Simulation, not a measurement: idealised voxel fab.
process module | voxel capacitor over wiring
The cross-section on display is named cut; it measures 245 nm wide, and its cells are 5 nm squares.
This document writes a cross-section as a grid whose cells are square, and gives it as bands, listed from the top down; one or more rows of cells form a band. For a band, the entry starts with two heights in nm, that of the top and then that of the bottom, and carries on with the band's materials in order from left to right, each alongside its width in nm; the word "everywhere" beside a single material means it fills the band edge to edge, and "empty" means empty space. Counting heights begins at 0, where everything beneath is, in the wafer as received, one material. The lowest band has no bottom; it goes on downwards, as "0 down" shows. The expression "30 to 40" gives the width at the extremes of the band, the first number at its top row of cells and the second at its bottom row, with the width changing by equal amounts from each row to the next in between. Given "everything unchanged" for a step, no cell of the cross-section differs between before and after that step. Closed-off voids of 8+ cells (no open route to the top) go in "Closed cavity list", written width x height at distance from the left edge, in nm. If you see something after the settings on a step's line, that's the simulator's own remark about that step. overlay nm: step with mask; distance mask lay right of planned place; negative value = left of planned place.
Plan
1,RECEIVE, material Si
2,CONFORMAL_DEP, material SiO2, thk nm 10
3,DIRECTIONAL_DEP, material TiN, thk nm 5
4,DIRECTIONAL_DEP, material Ru, thk nm 15
5,PATTERN, tone cover, mask id METAL_1, material resist, width nm 20, pitch nm 85, thk nm 20, overlay nm 0
6,DIRECTIONAL_ETCH, etch materials Ru, depth nm 15
7,DIRECTIONAL_ETCH, etch materials TiN, depth nm 5
8,STRIP, etch materials resist
9,CONFORMAL_DEP, material SiN, thk nm 5
10,FILL_DEP, material SiO2, thk nm 10
11,CMP, height nm 30
12,CONFORMAL_DEP, material SiCN, thk nm 5
13,DIRECTIONAL_DEP, material SiO2, thk nm 15
14,DIRECTIONAL_DEP, material aC, thk nm 10
15,PATTERN, tone open, mask id PLUG_1, material resist, width nm 15, thk nm 25, overlay nm 0
16,DIRECTIONAL_ETCH, etch materials aC, depth nm 10
17,STRIP, etch materials resist
18,DIRECTIONAL_ETCH, etch materials SiO2, depth nm 15
19,DIRECTIONAL_ETCH, etch materials SiCN, depth nm 5
20,STRIP, etch materials aC
21,EPI, material Ru, thk nm 10
22,EPI, material Ru, thk nm 10
23,DIRECTIONAL_DEP, material TiN, thk nm 10
24,DIRECTIONAL_DEP, material SiN, thk nm 5
25,DIRECTIONAL_DEP, material TiN, thk nm 10
26,PATTERN, tone cover, mask id UPPER_PLATE, material resist, width nm 70, thk nm 15, overlay nm 0
27,DIRECTIONAL_ETCH, etch materials TiN, depth nm 10
28,DIRECTIONAL_ETCH, etch materials SiN, depth nm 5
29,STRIP, etch materials resist
30,PATTERN, tone cover, mask id LOWER_PLATE, material resist, width nm 80, thk nm 15, overlay nm 0
31,DIRECTIONAL_ETCH, etch materials TiN, depth nm 10
32,STRIP, etch materials resist
33,FILL_DEP, material SiO2, thk nm 20
34,CMP, height nm 90
35,PATTERN, tone open, mask id PLUG_2, material resist, width nm 15, thk nm 15, overlay nm 0
36,DIRECTIONAL_ETCH, etch materials SiO2, depth nm 15
37,STRIP, etch materials resist
38,CONFORMAL_DEP, material TiN, thk nm 5
39,FILL_DEP, material W, thk nm 10
40,CMP, height nm 90
41,CONFORMAL_DEP, material SiN, thk nm 5
So, the first of our two wafers, run just as we planned it
Incoming wafer, cross-sectional view, post step 1
0 down = Si everywhere
Closed cavity list: none
Cross-section through the wafer, step 2 finished
10 to 0 = SiO2 everywhere
Note: structure below 0 unchanged.
Cross-section through the wafer, step 3 finished
15 to 10 = TiN everywhere
Note: structure below 10 unchanged.
Cross-section through the wafer, step 4 finished
30 to 15 = Ru everywhere
Note: structure below 15 unchanged.
Cross-section through the wafer, step 5 finished
50 to 30 = empty=70, resist=20, empty=65, resist=20, empty=70
Note: structure below 30 unchanged.
Cross-section through the wafer, step 6 finished
50 to 30 = empty=70, resist=20, empty=65, resist=20, empty=70
30 to 15 = empty=70, Ru=20, empty=65, Ru=20, empty=70
Note: structure below 15 unchanged.
Cross-section through the wafer, step 7 finished
50 to 30 = empty=70, resist=20, empty=65, resist=20, empty=70
30 to 15 = empty=70, Ru=20, empty=65, Ru=20, empty=70
15 to 10 = empty=70, TiN=20, empty=65, TiN=20, empty=70
Note: structure below 10 unchanged.
Cross-section through the wafer, step 8 finished
30 to 15 = empty=70, Ru=20, empty=65, Ru=20, empty=70
Note: structure below 15 unchanged.
Cross-section through the wafer, step 9 finished
35 to 30 = empty=65, SiN=30, empty=55, SiN=30, empty=65
30 to 15 = empty=65, SiN=5, Ru=20, SiN=5, empty=55, SiN=5, Ru=20, SiN=5, empty=65
15 to 10 = SiN=70, TiN=20, SiN=65, TiN=20, SiN=70
Note: structure below 10 unchanged.
Cross-section through the wafer, step 10 finished
45 to 35 = SiO2 everywhere
35 to 30 = SiO2=65, SiN=30, SiO2=55, SiN=30, SiO2=65
30 to 15 = SiO2=65, SiN=5, Ru=20, SiN=5, SiO2=55, SiN=5, Ru=20, SiN=5, SiO2=65
Note: structure below 15 unchanged.
Cross-section through the wafer, step 11 finished
30 to 15 = SiO2=65, SiN=5, Ru=20, SiN=5, SiO2=55, SiN=5, Ru=20, SiN=5, SiO2=65
Note: structure below 15 unchanged.
Cross-section through the wafer, step 12 finished
35 to 30 = SiCN everywhere
Note: structure below 30 unchanged.
Cross-section through the wafer, step 13 finished
50 to 35 = SiO2 everywhere
Note: structure below 35 unchanged.
Cross-section through the wafer, step 14 finished
60 to 50 = aC everywhere
Note: structure below 50 unchanged.
Cross-section through the wafer, step 15 finished
85 to 60 = resist=75, empty=15, resist=155
Note: structure below 60 unchanged.
Cross-section through the wafer, step 16 finished
75 to 60 = resist=75, empty=15, resist=155
60 to 50 = aC=75, empty=15, aC=155
Note: structure below 50 unchanged.
Cross-section through the wafer, step 17 finished
60 to 50 = aC=75, empty=15, aC=155
Note: structure below 50 unchanged.
Cross-section through the wafer, step 18 finished
60 to 50 = aC=75, empty=15, aC=155
50 to 35 = SiO2=75, empty=15, SiO2=155
Note: structure below 35 unchanged.
Cross-section through the wafer, step 19 finished
60 to 50 = aC=75, empty=15, aC=155
50 to 35 = SiO2=75, empty=15, SiO2=155
35 to 30 = SiCN=75, empty=15, SiCN=155
Note: structure below 30 unchanged.
Cross-section through the wafer, step 20 finished
50 to 35 = SiO2=75, empty=15, SiO2=155
Note: structure below 35 unchanged.
Cross-section through the wafer, step 21 finished
50 to 40 = SiO2=75, empty=15, SiO2=155
40 to 35 = SiO2=75, Ru=15, SiO2=155
35 to 30 = SiCN=75, Ru=15, SiCN=155
Note: structure below 30 unchanged.
Cross-section through the wafer, step 22 finished
50 to 35 = SiO2=75, Ru=15, SiO2=155
Note: structure below 35 unchanged.
Cross-section through the wafer, step 23 finished
60 to 50 = TiN everywhere
Note: structure below 50 unchanged.
Cross-section through the wafer, step 24 finished
65 to 60 = SiN everywhere
Note: structure below 60 unchanged.
Cross-section through the wafer, step 25 finished
75 to 65 = TiN everywhere
Note: structure below 65 unchanged.
Cross-section through the wafer, step 26 finished
90 to 75 = empty=75, resist=70, empty=100
Note: structure below 75 unchanged.
Cross-section through the wafer, step 27 finished
90 to 75 = empty=75, resist=70, empty=100
75 to 65 = empty=75, TiN=70, empty=100
Note: structure below 65 unchanged.
Cross-section through the wafer, step 28 finished
90 to 75 = empty=75, resist=70, empty=100
75 to 65 = empty=75, TiN=70, empty=100
65 to 60 = empty=75, SiN=70, empty=100
Note: structure below 60 unchanged.
Cross-section through the wafer, step 29 finished
75 to 65 = empty=75, TiN=70, empty=100
Note: structure below 65 unchanged.
Cross-section through the wafer, step 30 finished
90 to 75 = empty=70, resist=80, empty=95
75 to 65 = empty=70, resist=5, TiN=70, resist=5, empty=95
65 to 60 = empty=70, resist=5, SiN=70, resist=5, empty=95
Note: structure below 60 unchanged.
Cross-section through the wafer, step 31 finished
90 to 75 = empty=70, resist=80, empty=95
75 to 65 = empty=70, resist=5, TiN=70, resist=5, empty=95
65 to 60 = empty=70, resist=5, SiN=70, resist=5, empty=95
60 to 50 = empty=70, TiN=80, empty=95
Note: structure below 50 unchanged.
Cross-section through the wafer, step 32 finished
75 to 65 = empty=75, TiN=70, empty=100
65 to 60 = empty=75, SiN=70, empty=100
Note: structure below 60 unchanged.
Cross-section through the wafer, step 33 finished
95 to 75 = SiO2 everywhere
75 to 65 = SiO2=75, TiN=70, SiO2=100
65 to 60 = SiO2=75, SiN=70, SiO2=100
60 to 50 = SiO2=70, TiN=80, SiO2=95
Note: structure below 50 unchanged.
Cross-section through the wafer, step 34 finished
90 to 75 = SiO2 everywhere
Note: structure below 75 unchanged.
Cross-section through the wafer, step 35 finished
105 to 90 = resist=85, empty=15, resist=145
Note: structure below 90 unchanged.
Cross-section through the wafer, step 36 finished
105 to 90 = resist=85, empty=15, resist=145
90 to 75 = SiO2=85, empty=15, SiO2=145
Note: structure below 75 unchanged.
Cross-section through the wafer, step 37 finished
90 to 75 = SiO2=85, empty=15, SiO2=145
Note: structure below 75 unchanged.
Cross-section through the wafer, step 38 finished
95 to 90 = TiN=90, empty=5, TiN=150
90 to 80 = SiO2=85, TiN=5, empty=5, TiN=5, SiO2=145
80 to 75 = SiO2=85, TiN=15, SiO2=145
Note: structure below 75 unchanged.
Cross-section through the wafer, step 39 finished
105 to 95 = W everywhere
95 to 90 = TiN=90, W=5, TiN=150
90 to 80 = SiO2=85, TiN=5, W=5, TiN=5, SiO2=145
Note: structure below 80 unchanged.
Cross-section through the wafer, step 40 finished
90 to 80 = SiO2=85, TiN=5, W=5, TiN=5, SiO2=145
Note: structure below 80 unchanged.
Cross-section through the wafer, step 41 finished
95 to 90 = SiN everywhere
Note: structure below 90 unchanged.
Second wafer, same starting state and plan as the first, one mistake in the run, identical through step 4
What the second wafer looks like in cross-section when step 5 should have wrapped up
50 to 30 = resist=70, empty=20, resist=65, empty=20, resist=70
Note: structure below 30 unchanged.
What the second wafer looks like in cross-section when step 6 should have wrapped up
50 to 30 = resist=70, empty=20, resist=65, empty=20, resist=70
30 to 15 = Ru=70, empty=20, Ru=65, empty=20, Ru=70
Note: structure below 15 unchanged.
What the second wafer looks like in cross-section when step 7 should have wrapped up
50 to 30 = resist=70, empty=20, resist=65, empty=20, resist=70
30 to 15 = Ru=70, empty=20, Ru=65, empty=20, Ru=70
15 to 10 = TiN=70, empty=20, TiN=65, empty=20, TiN=70
Note: structure below 10 unchanged.
What the second wafer looks like in cross-section when step 8 should have wrapped up
30 to 15 = Ru=70, empty=20, Ru=65, empty=20, Ru=70
Note: structure below 15 unchanged.
What the second wafer looks like in cross-section when step 9 should have wrapped up
35 to 30 = SiN=75, empty=10, SiN=75, empty=10, SiN=75
30 to 15 = Ru=70, SiN=5, empty=10, SiN=5, Ru=65, SiN=5, empty=10, SiN=5, Ru=70
15 to 10 = TiN=70, SiN=20, TiN=65, SiN=20, TiN=70
Note: structure below 10 unchanged.
What the second wafer looks like in cross-section when step 10 should have wrapped up
45 to 35 = SiO2 everywhere
35 to 30 = SiN=75, SiO2=10, SiN=75, SiO2=10, SiN=75
30 to 15 = Ru=70, SiN=5, SiO2=10, SiN=5, Ru=65, SiN=5, SiO2=10, SiN=5, Ru=70
Note: structure below 15 unchanged.
What the second wafer looks like in cross-section when step 11 should have wrapped up
30 to 15 = Ru=70, SiN=5, SiO2=10, SiN=5, Ru=65, SiN=5, SiO2=10, SiN=5, Ru=70
Note: structure below 15 unchanged.
What the second wafer looks like in cross-section when step 12 should have wrapped up
35 to 30 = SiCN everywhere
Note: structure below 30 unchanged.
What the second wafer looks like in cross-section when step 13 should have wrapped up
50 to 35 = SiO2 everywhere
Note: structure below 35 unchanged.
What the second wafer looks like in cross-section when step 14 should have wrapped up
60 to 50 = aC everywhere
Note: structure below 50 unchanged.
What the second wafer looks like in cross-section when step 15 should have wrapped up
85 to 60 = resist=75, empty=15, resist=155
Note: structure below 60 unchanged.
What the second wafer looks like in cross-section when step 16 should have wrapped up
75 to 60 = resist=75, empty=15, resist=155
60 to 50 = aC=75, empty=15, aC=155
Note: structure below 50 unchanged.
What the second wafer looks like in cross-section when step 17 should have wrapped up
60 to 50 = aC=75, empty=15, aC=155
Note: structure below 50 unchanged.
What the second wafer looks like in cross-section when step 18 should have wrapped up
60 to 50 = aC=75, empty=15, aC=155
50 to 35 = SiO2=75, empty=15, SiO2=155
Note: structure below 35 unchanged.
What the second wafer looks like in cross-section when step 19 should have wrapped up
60 to 50 = aC=75, empty=15, aC=155
50 to 35 = SiO2=75, empty=15, SiO2=155
35 to 30 = SiCN=75, empty=15, SiCN=155
Note: structure below 30 unchanged.
What the second wafer looks like in cross-section when step 20 should have wrapped up
50 to 35 = SiO2=75, empty=15, SiO2=155
Note: structure below 35 unchanged.
What the second wafer looks like in cross-section when step 21 should have wrapped up: everything unchanged
What the second wafer looks like in cross-section when step 22 should have wrapped up: everything unchanged
What the second wafer looks like in cross-section when step 23 should have wrapped up
60 to 50 = TiN=75, empty=15, TiN=155
50 to 40 = SiO2=75, empty=15, SiO2=155
40 to 35 = SiO2=75, TiN=15, SiO2=155
35 to 30 = SiCN=75, TiN=15, SiCN=155
Note: structure below 30 unchanged.
What the second wafer looks like in cross-section when step 24 should have wrapped up
65 to 60 = SiN=75, empty=15, SiN=155
60 to 50 = TiN=75, empty=15, TiN=155
50 to 45 = SiO2=75, empty=15, SiO2=155
45 to 40 = SiO2=75, SiN=15, SiO2=155
Note: structure below 40 unchanged.
What the second wafer looks like in cross-section when step 25 should have wrapped up
75 to 65 = TiN=75, empty=15, TiN=155
65 to 60 = SiN=75, empty=15, SiN=155
60 to 55 = TiN=75, empty=15, TiN=155
55 to 50 = TiN everywhere
50 to 45 = SiO2=75, TiN=15, SiO2=155
Note: structure below 45 unchanged.
What the second wafer looks like in cross-section when step 26 should have wrapped up
90 to 75 = empty=75, resist=70, empty=100
75 to 65 = TiN=75, resist=15, TiN=155
65 to 60 = SiN=75, resist=15, SiN=155
60 to 55 = TiN=75, resist=15, TiN=155
Note: structure below 55 unchanged.
What the second wafer looks like in cross-section when step 27 should have wrapped up
90 to 75 = empty=75, resist=70, empty=100
75 to 65 = empty=75, resist=15, TiN=55, empty=100
Note: structure below 65 unchanged.
What the second wafer looks like in cross-section when step 28 should have wrapped up
90 to 75 = empty=75, resist=70, empty=100
75 to 65 = empty=75, resist=15, TiN=55, empty=100
65 to 60 = empty=75, resist=15, SiN=55, empty=100
Note: structure below 60 unchanged.
What the second wafer looks like in cross-section when step 29 should have wrapped up
75 to 65 = empty=90, TiN=55, empty=100
65 to 60 = empty=90, SiN=55, empty=100
60 to 55 = TiN=75, empty=15, TiN=155
Note: structure below 55 unchanged.
What the second wafer looks like in cross-section when step 30 should have wrapped up
90 to 75 = empty=70, resist=80, empty=95
75 to 65 = empty=70, resist=20, TiN=55, resist=5, empty=95
65 to 60 = empty=70, resist=20, SiN=55, resist=5, empty=95
60 to 55 = TiN=75, resist=15, TiN=155
Note: structure below 55 unchanged.
What the second wafer looks like in cross-section when step 31 should have wrapped up
90 to 75 = empty=70, resist=80, empty=95
75 to 65 = empty=70, resist=20, TiN=55, resist=5, empty=95
65 to 60 = empty=70, resist=20, SiN=55, resist=5, empty=95
60 to 55 = empty=70, TiN=5, resist=15, TiN=60, empty=95
55 to 50 = empty=70, TiN=80, empty=95
Note: structure below 50 unchanged.
What the second wafer looks like in cross-section when step 32 should have wrapped up
75 to 65 = empty=90, TiN=55, empty=100
65 to 60 = empty=90, SiN=55, empty=100
60 to 55 = empty=70, TiN=5, empty=15, TiN=60, empty=95
Note: structure below 55 unchanged.
What the second wafer looks like in cross-section when step 33 should have wrapped up
95 to 75 = SiO2 everywhere
75 to 65 = SiO2=90, TiN=55, SiO2=100
65 to 60 = SiO2=90, SiN=55, SiO2=100
60 to 55 = SiO2=70, TiN=5, SiO2=15, TiN=60, SiO2=95
55 to 45 = SiO2=70 to 75, TiN=80 to 15, SiO2=95 to 155
Note: structure below 45 unchanged.
What the second wafer looks like in cross-section when step 34 should have wrapped up
90 to 75 = SiO2 everywhere
Note: structure below 75 unchanged.
What the second wafer looks like in cross-section when step 35 should have wrapped up
105 to 90 = resist=85, empty=15, resist=145
Note: structure below 90 unchanged.
What the second wafer looks like in cross-section when step 36 should have wrapped up
105 to 90 = resist=85, empty=15, resist=145
90 to 75 = SiO2=85, empty=15, SiO2=145
Note: structure below 75 unchanged.
What the second wafer looks like in cross-section when step 37 should have wrapped up
90 to 75 = SiO2=85, empty=15, SiO2=145
Note: structure below 75 unchanged.
What the second wafer looks like in cross-section when step 38 should have wrapped up
95 to 90 = TiN=90, empty=5, TiN=150
90 to 80 = SiO2=85, TiN=5, empty=5, TiN=5, SiO2=145
80 to 75 = SiO2=85, TiN=15, SiO2=145
Note: structure below 75 unchanged.
What the second wafer looks like in cross-section when step 39 should have wrapped up
105 to 95 = W everywhere
95 to 90 = TiN=90, W=5, TiN=150
90 to 80 = SiO2=85, TiN=5, W=5, TiN=5, SiO2=145
Note: structure below 80 unchanged.
What the second wafer looks like in cross-section when step 40 should have wrapped up
90 to 80 = SiO2=85, TiN=5, W=5, TiN=5, SiO2=145
Note: structure below 80 unchanged.
What the second wafer looks like in cross-section when step 41 should have wrapped up
95 to 90 = SiN everywhere
Note: structure below 90 unchanged.
Want to know what went wrong? step 5, actual vs plan mismatch, actual run PATTERN, tone open, mask id METAL_1, material resist, width nm 20, pitch nm 85, thk nm 20, overlay nm 0
It is noted that, at the conclusion of processing, the second wafer exhibits a higher or lower cell count for certain materials relative to the first: 87 more of Ru | 33 fewer of SiN | 87 fewer of SiO2 | 33 more of TiN
